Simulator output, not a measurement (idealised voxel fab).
The following process module bears the name voxel self aligned contacts.
In the cross-section labelled cut, the width is 220 nm and each square cell is 5 nm.
This document writes a cross-section as a grid whose cells are square, and gives it as bands, listed from the top down; one or more rows of cells form a band.
Look at the band entry: it leads with the top's height and the bottom's height in nm. Then it lists the materials left to right, with a width in nm for each. The word "throughout" on a single material says that material fills the band edge to edge. The word "empty" is empty space.
Below 0: as-received wafer, all one material; heights counted from there. Lowest band: no bottom, goes on down, written "top 0, no bottom".
Graded width ("30..40"): value in top row of band = first number; value in bottom row = second number; row-to-row change constant.
No cell of the cross-section changed in a step that is given as "everything unchanged".
In the "Fully enclosed voids" entry, you get each enclosed empty space of 8 cells or more, one with no open way to the top, written width x height at distance, distance from the left edge, in nm.
Note: text after step settings on the step line = simulator remark on that step.
Regarding "overlay nm": on a step with a mask, it is the distance the mask lay to the right of its planned place; a negative value places it to the left.

[List of planned process steps]
1: RECEIVE with material Si
2: OXIDIZE with depth nm 5
3: DIRECTIONAL_DEP with material polySi, thk nm 30
4: DIRECTIONAL_DEP with material SiN, thk nm 25
5: PATTERN with tone cover, mask id GATE, material resist, width nm 30, pitch nm 70, thk nm 15, overlay nm -10
6: DIRECTIONAL_ETCH with etch materials SiN, depth nm 25
7: DIRECTIONAL_ETCH with etch materials polySi, depth nm 30
8: STRIP with etch materials resist
9: CONFORMAL_DEP with material SiN, thk nm 10
10: DIRECTIONAL_ETCH with etch materials SiN, depth nm 10
11: FILL_DEP with material SiO2, thk nm 15
12: CMP with height nm 60
13: PATTERN with tone open, mask id CONTACT, material resist, width nm 50, pitch nm 70, thk nm 15, overlay nm 0
14: DIRECTIONAL_ETCH with etch materials SiO2, depth nm 65
15: STRIP with etch materials resist
16: CONFORMAL_DEP with material TiN, thk nm 5
17: FILL_DEP with material W, thk nm 10
18: CMP with height nm 60
19: CONFORMAL_DEP with material SiN, thk nm 5
Where the wafers of this document differ is in the overlay nm of step 5; they start out the same, and the plan states the value that applied to the first wafer.

[Cross-section: the first of several wafers in its as-received state, i.e. following step 1]
top 0, no bottom: Si throughout
Fully enclosed voids: none

[Below: a row per wafer. Contents at end of module: for every material, cells gained since receipt (+) or lost since receipt (-); then closed voids]
overlay nm -10 | -44 Si | +266 SiN | +126 SiO2 | +68 TiN | +48 W | +108 polySi | Fully enclosed voids: none
overlay nm -5 | -44 Si | +266 SiN | +126 SiO2 | +68 TiN | +48 W | +108 polySi | Fully enclosed voids: none
overlay nm 0 | -44 Si | +266 SiN | +126 SiO2 | +68 TiN | +48 W | +108 polySi | Fully enclosed voids: none
overlay nm 5 | -44 Si | +266 SiN | +126 SiO2 | +68 TiN | +48 W | +108 polySi | Fully enclosed voids: none
overlay nm 10 | -44 Si | +266 SiN | +126 SiO2 | +68 TiN | +48 W | +108 polySi | Fully enclosed voids: none
